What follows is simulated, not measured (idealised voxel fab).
Process module heading - voxel wiring stack
In the cross-section labelled cut, the width is 250 nm and each square cell is 5 nm.
When this document writes out a cross-section, it uses a grid of square cells and lists it as bands, beginning at the top and moving down, with a band standing for one or more rows of cells. The entry gives the band's vertical extent as a top height and a bottom height in nm, then its horizontal make-up as materials from left to right, each with a width in nm. "empty" stands for empty space; a single material marked "everywhere" fills the band edge to edge. Heights are measured from 0, the level below which the as-received wafer is all one material; the lowest band has no bottom and continues downward, written as in "0 and below". Width spec "30 to 40" -> top row of cells at first value, bottom row at second value, equal per-row change in between. "nothing changed" (step): cross-section cells unchanged, all of them. Entry "Closed void list" = empty spaces >= 8 cells with no open way to the top; each as width x height at distance, distance from left edge, all nm. Formally, on a step line, whatever follows the settings is a remark that the simulator itself makes on the step. overlay nm: mask offset rightward from planned place, masked step; negative means leftward offset.
[Set out below are the planned steps of the process]
1) RECEIVE with material Si
2) CONFORMAL_DEP with material SiO2, thk nm 10
3) DIRECTIONAL_DEP with material TiN, thk nm 5
4) DIRECTIONAL_DEP with material Ru, thk nm 20
5) DIRECTIONAL_DEP with material aC, thk nm 15
6) PATTERN with tone cover, mask id METAL_1, material resist, width nm 30, pitch nm 55, thk nm 30, overlay nm 0
7) DIRECTIONAL_ETCH with etch materials aC, depth nm 15
8) STRIP with etch materials resist
9) DIRECTIONAL_ETCH with etch materials Ru, depth nm 20
10) DIRECTIONAL_ETCH with etch materials TiN, depth nm 5
11) STRIP with etch materials aC
12) FILL_DEP with material SiO2, thk nm 5
13) CMP with height nm 35
14) CONFORMAL_DEP with material SiCN, thk nm 5
15) DIRECTIONAL_DEP with material SiO2, thk nm 10
16) PATTERN with tone open, mask id PLUG_1, material resist, width nm 15, pitch nm 55, thk nm 15, overlay nm 0
17) DIRECTIONAL_ETCH with etch materials SiO2, depth nm 10
18) DIRECTIONAL_ETCH with etch materials SiCN, depth nm 5
19) STRIP with etch materials resist
20) CONFORMAL_DEP with material TiN, thk nm 5
21) FILL_DEP with material W, thk nm 10
22) CMP with height nm 50
23) DIRECTIONAL_DEP with material TiN, thk nm 5
24) DIRECTIONAL_DEP with material W, thk nm 20
25) PATTERN with tone cover, mask id METAL_2, material resist, width nm 30, pitch nm 55, thk nm 15, overlay nm 0
26) DIRECTIONAL_ETCH with etch materials W, depth nm 20
27) DIRECTIONAL_ETCH with etch materials TiN, depth nm 5
28) STRIP with etch materials resist
29) CONFORMAL_DEP with material SiCN, thk nm 5
30) FILL_DEP with material SiO2, thk nm 10
31) CMP with height nm 75
32) CONFORMAL_DEP with material SiCN, thk nm 5
33) DIRECTIONAL_DEP with material SiO2, thk nm 30
34) DIRECTIONAL_DEP with material aC, thk nm 10
35) PATTERN with tone open, mask id METAL_3, material resist, width nm 30, pitch nm 55, thk nm 25, overlay nm 0
36) DIRECTIONAL_ETCH with etch materials aC, depth nm 10
37) STRIP with etch materials resist
38) DIRECTIONAL_ETCH with etch materials SiO2, depth nm 15
39) STRIP with etch materials aC
40) PATTERN with tone open, mask id METAL_3_HOLES, material resist, width nm 15, pitch nm 55, thk nm 15, overlay nm 0
41) DIRECTIONAL_ETCH with etch materials SiO2, depth nm 15
42) DIRECTIONAL_ETCH with etch materials SiCN, depth nm 5
43) STRIP with etch materials resist
44) CONFORMAL_DEP with material TiN, thk nm 5
45) FILL_DEP with material Cu, thk nm 10
46) CMP with height nm 110
47) CONFORMAL_DEP with material SiCN, thk nm 5
[The first of the two wafers, which ran as planned]
[This is the cross-section of the wafer as we received it, i.e. after step 1]
    0 and below | Si everywhere
    Closed void list: none
[So this is the wafer cross-section right after step 2]
    10 down to 0 | SiO2 everywhere
    Beneath the level 0, the cross-section is identical to its previous state.
[So this is the wafer cross-section right after step 3]
    15 down to 10 | TiN everywhere
    Beneath the level 10, the cross-section is identical to its previous state.
[So this is the wafer cross-section right after step 4]
    35 down to 15 | Ru everywhere
    Beneath the level 15, the cross-section is identical to its previous state.
[So this is the wafer cross-section right after step 5]
    50 down to 35 | aC everywhere
    Beneath the level 35, the cross-section is identical to its previous state.
[So this is the wafer cross-section right after step 6]
    80 down to 50 | empty 55 nm; resist 30 nm; empty 25 nm; resist 30 nm; empty 25 nm; resist 30 nm; empty 55 nm
    Beneath the level 50, the cross-section is identical to its previous state.
[So this is the wafer cross-section right after step 7]
    65 down to 50 | empty 55 nm; resist 30 nm; empty 25 nm; resist 30 nm; empty 25 nm; resist 30 nm; empty 55 nm
    50 down to 35 | empty 55 nm; aC 30 nm; empty 25 nm; aC 30 nm; empty 25 nm; aC 30 nm; empty 55 nm
    Beneath the level 35, the cross-section is identical to its previous state.
[So this is the wafer cross-section right after step 8]
    50 down to 35 | empty 55 nm; aC 30 nm; empty 25 nm; aC 30 nm; empty 25 nm; aC 30 nm; empty 55 nm
    Beneath the level 35, the cross-section is identical to its previous state.
[So this is the wafer cross-section right after step 9]
    50 down to 35 | empty 55 nm; aC 30 nm; empty 25 nm; aC 30 nm; empty 25 nm; aC 30 nm; empty 55 nm
    35 down to 15 | empty 55 nm; Ru 30 nm; empty 25 nm; Ru 30 nm; empty 25 nm; Ru 30 nm; empty 55 nm
    Beneath the level 15, the cross-section is identical to its previous state.
[So this is the wafer cross-section right after step 10]
    50 down to 35 | empty 55 nm; aC 30 nm; empty 25 nm; aC 30 nm; empty 25 nm; aC 30 nm; empty 55 nm
    35 down to 15 | empty 55 nm; Ru 30 nm; empty 25 nm; Ru 30 nm; empty 25 nm; Ru 30 nm; empty 55 nm
    15 down to 10 | empty 55 nm; TiN 30 nm; empty 25 nm; TiN 30 nm; empty 25 nm; TiN 30 nm; empty 55 nm
    Beneath the level 10, the cross-section is identical to its previous state.
[So this is the wafer cross-section right after step 11]
    35 down to 15 | empty 55 nm; Ru 30 nm; empty 25 nm; Ru 30 nm; empty 25 nm; Ru 30 nm; empty 55 nm
    Beneath the level 15, the cross-section is identical to its previous state.
[So this is the wafer cross-section right after step 12]
    40 down to 35 | SiO2 everywhere
    35 down to 15 | SiO2 55 nm; Ru 30 nm; SiO2 25 nm; Ru 30 nm; SiO2 25 nm; Ru 30 nm; SiO2 55 nm
    15 down to 10 | SiO2 55 nm; TiN 30 nm; SiO2 25 nm; TiN 30 nm; SiO2 25 nm; TiN 30 nm; SiO2 55 nm
    Beneath the level 10, the cross-section is identical to its previous state.
[So this is the wafer cross-section right after step 13]
    35 down to 15 | SiO2 55 nm; Ru 30 nm; SiO2 25 nm; Ru 30 nm; SiO2 25 nm; Ru 30 nm; SiO2 55 nm
    Beneath the level 15, the cross-section is identical to its previous state.
[So this is the wafer cross-section right after step 14]
    40 down to 35 | SiCN everywhere
    Beneath the level 35, the cross-section is identical to its previous state.
[So this is the wafer cross-section right after step 15]
    50 down to 40 | SiO2 everywhere
    Beneath the level 40, the cross-section is identical to its previous state.
[So this is the wafer cross-section right after step 16]
    65 down to 50 | resist 55 nm; empty 15 nm; resist 40 nm; empty 15 nm; resist 40 nm; empty 15 nm; resist 70 nm
    Beneath the level 50, the cross-section is identical to its previous state.
[So this is the wafer cross-section right after step 17]
    65 down to 50 | resist 55 nm; empty 15 nm; resist 40 nm; empty 15 nm; resist 40 nm; empty 15 nm; resist 70 nm
    50 down to 40 | SiO2 55 nm; empty 15 nm; SiO2 40 nm; empty 15 nm; SiO2 40 nm; empty 15 nm; SiO2 70 nm
    Beneath the level 40, the cross-section is identical to its previous state.
[So this is the wafer cross-section right after step 18]
    65 down to 50 | resist 55 nm; empty 15 nm; resist 40 nm; empty 15 nm; resist 40 nm; empty 15 nm; resist 70 nm
    50 down to 40 | SiO2 55 nm; empty 15 nm; SiO2 40 nm; empty 15 nm; SiO2 40 nm; empty 15 nm; SiO2 70 nm
    40 down to 35 | SiCN 55 nm; empty 15 nm; SiCN 40 nm; empty 15 nm; SiCN 40 nm; empty 15 nm; SiCN 70 nm
    Beneath the level 35, the cross-section is identical to its previous state.
[So this is the wafer cross-section right after step 19]
    50 down to 40 | SiO2 55 nm; empty 15 nm; SiO2 40 nm; empty 15 nm; SiO2 40 nm; empty 15 nm; SiO2 70 nm
    Beneath the level 40, the cross-section is identical to its previous state.
[So this is the wafer cross-section right after step 20]
    55 down to 50 | TiN 60 nm; empty 5 nm; TiN 50 nm; empty 5 nm; TiN 50 nm; empty 5 nm; TiN 75 nm
    50 down to 40 | SiO2 55 nm; TiN 5 nm; empty 5 nm; TiN 5 nm; SiO2 40 nm; TiN 5 nm; empty 5 nm; TiN 5 nm; SiO2 40 nm; TiN 5 nm; empty 5 nm; TiN 5 nm; SiO2 70 nm
    40 down to 35 | SiCN 55 nm; TiN 15 nm; SiCN 40 nm; TiN 15 nm; SiCN 40 nm; TiN 15 nm; SiCN 70 nm
    Beneath the level 35, the cross-section is identical to its previous state.
[So this is the wafer cross-section right after step 21]
    65 down to 55 | W everywhere
    55 down to 50 | TiN 60 nm; W 5 nm; TiN 50 nm; W 5 nm; TiN 50 nm; W 5 nm; TiN 75 nm
    50 down to 40 | SiO2 55 nm; TiN 5 nm; W 5 nm; TiN 5 nm; SiO2 40 nm; TiN 5 nm; W 5 nm; TiN 5 nm; SiO2 40 nm; TiN 5 nm; W 5 nm; TiN 5 nm; SiO2 70 nm
    Beneath the level 40, the cross-section is identical to its previous state.
[So this is the wafer cross-section right after step 22]
    50 down to 40 | SiO2 55 nm; TiN 5 nm; W 5 nm; TiN 5 nm; SiO2 40 nm; TiN 5 nm; W 5 nm; TiN 5 nm; SiO2 40 nm; TiN 5 nm; W 5 nm; TiN 5 nm; SiO2 70 nm
    Beneath the level 40, the cross-section is identical to its previous state.
[So this is the wafer cross-section right after step 23]
    55 down to 50 | TiN everywhere
    Beneath the level 50, the cross-section is identical to its previous state.
[So this is the wafer cross-section right after step 24]
    75 down to 55 | W everywhere
    Beneath the level 55, the cross-section is identical to its previous state.
[So this is the wafer cross-section right after step 25]
    90 down to 75 | empty 55 nm; resist 30 nm; empty 25 nm; resist 30 nm; empty 25 nm; resist 30 nm; empty 55 nm
    Beneath the level 75, the cross-section is identical to its previous state.
[So this is the wafer cross-section right after step 26]
    90 down to 75 | empty 55 nm; resist 30 nm; empty 25 nm; resist 30 nm; empty 25 nm; resist 30 nm; empty 55 nm
    75 down to 55 | empty 55 nm; W 30 nm; empty 25 nm; W 30 nm; empty 25 nm; W 30 nm; empty 55 nm
    Beneath the level 55, the cross-section is identical to its previous state.
[So this is the wafer cross-section right after step 27]
    90 down to 75 | empty 55 nm; resist 30 nm; empty 25 nm; resist 30 nm; empty 25 nm; resist 30 nm; empty 55 nm
    75 down to 55 | empty 55 nm; W 30 nm; empty 25 nm; W 30 nm; empty 25 nm; W 30 nm; empty 55 nm
    55 down to 50 | empty 55 nm; TiN 30 nm; empty 25 nm; TiN 30 nm; empty 25 nm; TiN 30 nm; empty 55 nm
    Beneath the level 50, the cross-section is identical to its previous state.
[So this is the wafer cross-section right after step 28]
    75 down to 55 | empty 55 nm; W 30 nm; empty 25 nm; W 30 nm; empty 25 nm; W 30 nm; empty 55 nm
    Beneath the level 55, the cross-section is identical to its previous state.
[So this is the wafer cross-section right after step 29]
    80 down to 75 | empty 50 nm; SiCN 40 nm; empty 15 nm; SiCN 40 nm; empty 15 nm; SiCN 40 nm; empty 50 nm
    75 down to 55 | empty 50 nm; SiCN 5 nm; W 30 nm; SiCN 5 nm; empty 15 nm; SiCN 5 nm; W 30 nm; SiCN 5 nm; empty 15 nm; SiCN 5 nm; W 30 nm; SiCN 5 nm; empty 50 nm
    55 down to 50 | SiCN 55 nm; TiN 30 nm; SiCN 25 nm; TiN 30 nm; SiCN 25 nm; TiN 30 nm; SiCN 55 nm
    Beneath the level 50, the cross-section is identical to its previous state.
[So this is the wafer cross-section right after step 30]
    90 down to 80 | SiO2 everywhere
    80 down to 75 | SiO2 50 nm; SiCN 40 nm; SiO2 15 nm; SiCN 40 nm; SiO2 15 nm; SiCN 40 nm; SiO2 50 nm
    75 down to 55 | SiO2 50 nm; SiCN 5 nm; W 30 nm; SiCN 5 nm; SiO2 15 nm; SiCN 5 nm; W 30 nm; SiCN 5 nm; SiO2 15 nm; SiCN 5 nm; W 30 nm; SiCN 5 nm; SiO2 50 nm
    Beneath the level 55, the cross-section is identical to its previous state.
[So this is the wafer cross-section right after step 31]
    75 down to 55 | SiO2 50 nm; SiCN 5 nm; W 30 nm; SiCN 5 nm; SiO2 15 nm; SiCN 5 nm; W 30 nm; SiCN 5 nm; SiO2 15 nm; SiCN 5 nm; W 30 nm; SiCN 5 nm; SiO2 50 nm
    Beneath the level 55, the cross-section is identical to its previous state.
[So this is the wafer cross-section right after step 32]
    80 down to 75 | SiCN everywhere
    Beneath the level 75, the cross-section is identical to its previous state.
[So this is the wafer cross-section right after step 33]
    110 down to 80 | SiO2 everywhere
    Beneath the level 80, the cross-section is identical to its previous state.
[So this is the wafer cross-section right after step 34]
    120 down to 110 | aC everywhere
    Beneath the level 110, the cross-section is identical to its previous state.
[So this is the wafer cross-section right after step 35]
    145 down to 120 | resist 55 nm; empty 30 nm; resist 25 nm; empty 30 nm; resist 25 nm; empty 30 nm; resist 55 nm
    Beneath the level 120, the cross-section is identical to its previous state.
[So this is the wafer cross-section right after step 36]
    135 down to 120 | resist 55 nm; empty 30 nm; resist 25 nm; empty 30 nm; resist 25 nm; empty 30 nm; resist 55 nm
    120 down to 110 | aC 55 nm; empty 30 nm; aC 25 nm; empty 30 nm; aC 25 nm; empty 30 nm; aC 55 nm
    Beneath the level 110, the cross-section is identical to its previous state.
[So this is the wafer cross-section right after step 37]
    120 down to 110 | aC 55 nm; empty 30 nm; aC 25 nm; empty 30 nm; aC 25 nm; empty 30 nm; aC 55 nm
    Beneath the level 110, the cross-section is identical to its previous state.
[So this is the wafer cross-section right after step 38]
    120 down to 110 | aC 55 nm; empty 30 nm; aC 25 nm; empty 30 nm; aC 25 nm; empty 30 nm; aC 55 nm
    110 down to 95 | SiO2 55 nm; empty 30 nm; SiO2 25 nm; empty 30 nm; SiO2 25 nm; empty 30 nm; SiO2 55 nm
    Beneath the level 95, the cross-section is identical to its previous state.
[So this is the wafer cross-section right after step 39]
    110 down to 95 | SiO2 55 nm; empty 30 nm; SiO2 25 nm; empty 30 nm; SiO2 25 nm; empty 30 nm; SiO2 55 nm
    Beneath the level 95, the cross-section is identical to its previous state.
[So this is the wafer cross-section right after step 40]
    125 down to 110 | resist 55 nm; empty 15 nm; resist 40 nm; empty 15 nm; resist 40 nm; empty 15 nm; resist 70 nm
    110 down to 95 | SiO2 55 nm; empty 15 nm; resist 15 nm; SiO2 25 nm; empty 15 nm; resist 15 nm; SiO2 25 nm; empty 15 nm; resist 15 nm; SiO2 55 nm
    Beneath the level 95, the cross-section is identical to its previous state.
[So this is the wafer cross-section right after step 41]
    125 down to 110 | resist 55 nm; empty 15 nm; resist 40 nm; empty 15 nm; resist 40 nm; empty 15 nm; resist 70 nm
    110 down to 95 | SiO2 55 nm; empty 15 nm; resist 15 nm; SiO2 25 nm; empty 15 nm; resist 15 nm; SiO2 25 nm; empty 15 nm; resist 15 nm; SiO2 55 nm
    95 down to 80 | SiO2 55 nm; empty 15 nm; SiO2 40 nm; empty 15 nm; SiO2 40 nm; empty 15 nm; SiO2 70 nm
    Beneath the level 80, the cross-section is identical to its previous state.
[So this is the wafer cross-section right after step 42]
    125 down to 110 | resist 55 nm; empty 15 nm; resist 40 nm; empty 15 nm; resist 40 nm; empty 15 nm; resist 70 nm
    110 down to 95 | SiO2 55 nm; empty 15 nm; resist 15 nm; SiO2 25 nm; empty 15 nm; resist 15 nm; SiO2 25 nm; empty 15 nm; resist 15 nm; SiO2 55 nm
    95 down to 80 | SiO2 55 nm; empty 15 nm; SiO2 40 nm; empty 15 nm; SiO2 40 nm; empty 15 nm; SiO2 70 nm
    80 down to 75 | SiCN 55 nm; empty 15 nm; SiCN 40 nm; empty 15 nm; SiCN 40 nm; empty 15 nm; SiCN 70 nm
    Beneath the level 75, the cross-section is identical to its previous state.
[So this is the wafer cross-section right after step 43]
    110 down to 95 | SiO2 55 nm; empty 30 nm; SiO2 25 nm; empty 30 nm; SiO2 25 nm; empty 30 nm; SiO2 55 nm
    Beneath the level 95, the cross-section is identical to its previous state.
[So this is the wafer cross-section right after step 44]
    115 down to 110 | TiN 60 nm; empty 20 nm; TiN 35 nm; empty 20 nm; TiN 35 nm; empty 20 nm; TiN 60 nm
    110 down to 100 | SiO2 55 nm; TiN 5 nm; empty 20 nm; TiN 5 nm; SiO2 25 nm; TiN 5 nm; empty 20 nm; TiN 5 nm; SiO2 25 nm; TiN 5 nm; empty 20 nm; TiN 5 nm; SiO2 55 nm
    100 down to 95 | SiO2 55 nm; TiN 5 nm; empty 5 nm; TiN 20 nm; SiO2 25 nm; TiN 5 nm; empty 5 nm; TiN 20 nm; SiO2 25 nm; TiN 5 nm; empty 5 nm; TiN 20 nm; SiO2 55 nm
    95 down to 80 | SiO2 55 nm; TiN 5 nm; empty 5 nm; TiN 5 nm; SiO2 40 nm; TiN 5 nm; empty 5 nm; TiN 5 nm; SiO2 40 nm; TiN 5 nm; empty 5 nm; TiN 5 nm; SiO2 70 nm
    80 down to 75 | SiCN 55 nm; TiN 15 nm; SiCN 40 nm; TiN 15 nm; SiCN 40 nm; TiN 15 nm; SiCN 70 nm
    Beneath the level 75, the cross-section is identical to its previous state.
[So this is the wafer cross-section right after step 45]
    125 down to 115 | Cu everywhere
    115 down to 110 | TiN 60 nm; Cu 20 nm; TiN 35 nm; Cu 20 nm; TiN 35 nm; Cu 20 nm; TiN 60 nm
    110 down to 100 | SiO2 55 nm; TiN 5 nm; Cu 20 nm; TiN 5 nm; SiO2 25 nm; TiN 5 nm; Cu 20 nm; TiN 5 nm; SiO2 25 nm; TiN 5 nm; Cu 20 nm; TiN 5 nm; SiO2 55 nm
    100 down to 95 | SiO2 55 nm; TiN 5 nm; Cu 5 nm; TiN 20 nm; SiO2 25 nm; TiN 5 nm; Cu 5 nm; TiN 20 nm; SiO2 25 nm; TiN 5 nm; Cu 5 nm; TiN 20 nm; SiO2 55 nm
    95 down to 80 | SiO2 55 nm; TiN 5 nm; Cu 5 nm; TiN 5 nm; SiO2 40 nm; TiN 5 nm; Cu 5 nm; TiN 5 nm; SiO2 40 nm; TiN 5 nm; Cu 5 nm; TiN 5 nm; SiO2 70 nm
    Beneath the level 80, the cross-section is identical to its previous state.
[So this is the wafer cross-section right after step 46]
    110 down to 100 | SiO2 55 nm; TiN 5 nm; Cu 20 nm; TiN 5 nm; SiO2 25 nm; TiN 5 nm; Cu 20 nm; TiN 5 nm; SiO2 25 nm; TiN 5 nm; Cu 20 nm; TiN 5 nm; SiO2 55 nm
    Beneath the level 100, the cross-section is identical to its previous state.
[So this is the wafer cross-section right after step 47]
    115 down to 110 | SiCN everywhere
    Beneath the level 110, the cross-section is identical to its previous state.
[Now the other wafer: same start, same recipe, but we messed up one thing when running it. Up to and including step 32 it's the same as the first one]
[Cross-section of the second wafer when, according to plan, step 33 should have finished]
    90 down to 80 | aC everywhere
    Beneath the level 80, the cross-section is identical to its previous state.
[Cross-section of the second wafer when, according to plan, step 34 should have finished]
    120 down to 90 | SiO2 everywhere
    Beneath the level 90, the cross-section is identical to its previous state.
[Cross-section of the second wafer when, according to plan, step 35 should have finished]
    145 down to 120 | resist 55 nm; empty 30 nm; resist 25 nm; empty 30 nm; resist 25 nm; empty 30 nm; resist 55 nm
    Beneath the level 120, the cross-section is identical to its previous state.
[Cross-section of the second wafer when, according to plan, step 36 should have finished]
    135 down to 120 | resist 55 nm; empty 30 nm; resist 25 nm; empty 30 nm; resist 25 nm; empty 30 nm; resist 55 nm
    Beneath the level 120, the cross-section is identical to its previous state.
[Cross-section of the second wafer when, according to plan, step 37 should have finished]
    120 down to 90 | SiO2 everywhere
    Beneath the level 90, the cross-section is identical to its previous state.
[Cross-section of the second wafer when, according to plan, step 38 should have finished]
    105 down to 90 | SiO2 everywhere
    Beneath the level 90, the cross-section is identical to its previous state.
Cross-section of the second wafer when, according to plan, step 39 should have finished: nothing changed
[Cross-section of the second wafer when, according to plan, step 40 should have finished]
    120 down to 105 | resist 55 nm; empty 15 nm; resist 40 nm; empty 15 nm; resist 40 nm; empty 15 nm; resist 70 nm
    Beneath the level 105, the cross-section is identical to its previous state.
[Cross-section of the second wafer when, according to plan, step 41 should have finished]
    120 down to 105 | resist 55 nm; empty 15 nm; resist 40 nm; empty 15 nm; resist 40 nm; empty 15 nm; resist 70 nm
    105 down to 90 | SiO2 55 nm; empty 15 nm; SiO2 40 nm; empty 15 nm; SiO2 40 nm; empty 15 nm; SiO2 70 nm
    Beneath the level 90, the cross-section is identical to its previous state.
Cross-section of the second wafer when, according to plan, step 42 should have finished: nothing changed
[Cross-section of the second wafer when, according to plan, step 43 should have finished]
    105 down to 90 | SiO2 55 nm; empty 15 nm; SiO2 40 nm; empty 15 nm; SiO2 40 nm; empty 15 nm; SiO2 70 nm
    Beneath the level 90, the cross-section is identical to its previous state.
[Cross-section of the second wafer when, according to plan, step 44 should have finished]
    110 down to 105 | TiN 60 nm; empty 5 nm; TiN 50 nm; empty 5 nm; TiN 50 nm; empty 5 nm; TiN 75 nm
    105 down to 95 | SiO2 55 nm; TiN 5 nm; empty 5 nm; TiN 5 nm; SiO2 40 nm; TiN 5 nm; empty 5 nm; TiN 5 nm; SiO2 40 nm; TiN 5 nm; empty 5 nm; TiN 5 nm; SiO2 70 nm
    95 down to 90 | SiO2 55 nm; TiN 15 nm; SiO2 40 nm; TiN 15 nm; SiO2 40 nm; TiN 15 nm; SiO2 70 nm
    Beneath the level 90, the cross-section is identical to its previous state.
[Cross-section of the second wafer when, according to plan, step 45 should have finished]
    120 down to 110 | Cu everywhere
    110 down to 105 | TiN 60 nm; Cu 5 nm; TiN 50 nm; Cu 5 nm; TiN 50 nm; Cu 5 nm; TiN 75 nm
    105 down to 95 | SiO2 55 nm; TiN 5 nm; Cu 5 nm; TiN 5 nm; SiO2 40 nm; TiN 5 nm; Cu 5 nm; TiN 5 nm; SiO2 40 nm; TiN 5 nm; Cu 5 nm; TiN 5 nm; SiO2 70 nm
    Beneath the level 95, the cross-section is identical to its previous state.
[Cross-section of the second wafer when, according to plan, step 46 should have finished]
    110 down to 105 | TiN 60 nm; Cu 5 nm; TiN 50 nm; Cu 5 nm; TiN 50 nm; Cu 5 nm; TiN 75 nm
    Beneath the level 105, the cross-section is identical to its previous state.
[Cross-section of the second wafer when, according to plan, step 47 should have finished]
    115 down to 110 | SiCN everywhere
    Beneath the level 110, the cross-section is identical to its previous state.
Misprocessing identified: swap of plan steps 33 and 34 during execution
The second wafer ends with more or fewer cells of some materials than the first, per final count: Cu -27; SiCN +9; SiO2 -96; TiN +14; aC +100
